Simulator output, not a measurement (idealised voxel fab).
Process module under the name voxel double patterning
The width of the displayed cross-section, cut, is 245 nm; its cells are square, with a size of 5 nm.
Cross-section layout: square cells on a grid; listed as bands, top to bottom; a band spans one or more cell rows.
Read a band's entry like this: the first values are the height of its top and the height of its bottom in nm, and what follows is the sequence of materials from left to right, each with its width in nm. Note that "empty" is empty space, and that a single material marked "all across" reaches across the band from edge to edge.
Measure heights from 0. That's the level where, below it, the as-received wafer is all one material. The lowest band is bottomless and extends downward; write it as in "z 0 and below".
The width entry "30->40" should be interpreted row by row: the top row of cells in the band takes the first number, the bottom row takes the second number, and the change between adjacent rows is uniform throughout.
The cross-section has no changed cell in any step marked "no modifications".
In "Closed empty spaces" the enclosed voids are listed, meaning empty spaces of 8 cells or larger without any opening to the top. The form is width x height at distance, distance from the left edge, units nm.
Post-settings text on a step line: simulator's own remark regarding the step.
The setting "overlay nm" may be written on the line of a step. When the step uses a mask, the value reports how far to the right of the planned place the mask lay, and a negative value reports that it lay to the left.

-- The following list gives the planned process steps
1: RECEIVE | material Si
2: CONFORMAL_DEP | material SiN | thk nm 10
3: DIRECTIONAL_DEP | material SiO2 | thk nm 15
4: DIRECTIONAL_DEP | material SiCN | thk nm 10
5: MASKED_ETCH | tone open | mask id FIRST | width nm 15 | pitch nm 50 | etch materials SiCN | depth nm 10 | overlay nm 0
6: DIRECTIONAL_DEP | material aC | thk nm 10
7: PATTERN | tone open | mask id SECOND | material resist | width nm 15 | pitch nm 50 | thk nm 30 | overlay nm 0
8: DIRECTIONAL_ETCH | etch materials aC | depth nm 10
9: STRIP | etch materials resist
10: DIRECTIONAL_ETCH | etch materials SiCN | depth nm 10
11: STRIP | etch materials aC
12: DIRECTIONAL_ETCH | etch materials SiO2 | depth nm 15
13: STRIP | etch materials SiCN

-- As-received state of the wafer in cross-section, equivalent to post-step 1
> z 0 and below | Si all across
> Closed empty spaces: none

-- First wafer of two, sectioned at end of module; run went per plan
> z 25 to 10 | SiO2 65; empty 15; SiO2 10; empty 15; SiO2 10; empty 15; SiO2 10; empty 15; SiO2 10; empty 15; SiO2 65
> z 10 to 0 | SiN all across
> z 0 and below | Si all across
> Closed empty spaces: none

-- Cross-section, second wafer: same start as the first, same plan as the first, one mistake in running it; taken at the end of the module
> z 40 to 25 | SiO2 65; empty 15; SiO2 10; empty 15; SiO2 10; empty 15; SiO2 10; empty 15; SiO2 10; empty 15; SiO2 65
> z 25 to 10 | SiO2 all across
> z 10 to 0 | SiN all across
> z 0 and below | Si all across
> Closed empty spaces: none
Error vs. plan: step 3 of the plan was performed twice
Cell-count delta at end, second wafer over first, by material: SiO2 +147
